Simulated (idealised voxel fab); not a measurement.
The process module that follows is named voxel lift off.
Shown is cross-section cut, with a width of 290 nm and square cells of size 5 nm.
We lay out every cross-section as a grid of square cells and spell it out in bands from the top down, where one band means one or more rows of cells.
First you get the band's top height and its bottom height, in nm, and then the materials it's made of, left to right, with each width in nm. If you see a single material with "edge to edge", that one covers the band edge to edge. "blank" is empty space.
Height is counted from the level 0, under which the received wafer is composed throughout of one material. The lowest of the bands is not closed at the bottom but continues downward, in the notation "from 0 down".
Note: "30->40" means the width goes from the first number (top row of the band) to the second number (bottom row) in equal steps per row of cells.
Any step labelled "nothing changed" changed none of the cells in the cross-section.
If an empty space has no open way to the top and is at least 8 cells in size, "Enclosed empty spaces" lists it, written width x height at distance, where distance is measured from the left edge and every value is in nm.
On a step's line, text after the settings is the simulator commenting on that step.
"overlay nm" on a masked step: distance the mask lay right of its planned place, negative for left.

-- Planned process steps
1,op RECEIVE | material Si
2,op CONFORMAL_DEP | material SiO2 | thk nm 5
3,op PATTERN | tone open | mask id LINES | material resist | width nm 25 | pitch nm 40 | thk nm 25 | overlay nm 0
4,op DIRECTIONAL_DEP | material Ru | thk nm 10
5,op STRIP | etch materials resist
6,op CONFORMAL_DEP | material SiCN | thk nm 10

-- as received, after step 1
* from 0 down: Si edge to edge
* Enclosed empty spaces: none

-- Cross-section taken at module completion on the first of two wafers; processed per the plan
* from 25 to 15: blank: 100, SiCN: 85, blank: 105
* from 15 to 5: SiCN: 110, Ru: 25, SiCN: 15, Ru: 25, SiCN: 115
* from 5 to 0: SiO2 edge to edge
* from 0 down: Si edge to edge
* Enclosed empty spaces: none

-- Wafer two cross-section, module end. Start and plan unchanged from wafer one; one mistake made during the run
* from 25 to 15: blank: 105, SiCN: 80, blank: 105
* from 15 to 5: SiCN: 115, Ru: 20, SiCN: 20, Ru: 20, SiCN: 115
* from 5 to 0: SiO2 edge to edge
* from 0 down: Si edge to edge
* Enclosed empty spaces: none
what went wrong: rather than as planned, step 3 actually ran as op PATTERN | tone open | mask id LINES | material resist | width nm 20 | pitch nm 40 | thk nm 25 | overlay nm 0
Count the cells at the end and the second wafer has more or fewer of some materials than the first: 4 fewer of Ru | 2 more of SiCN
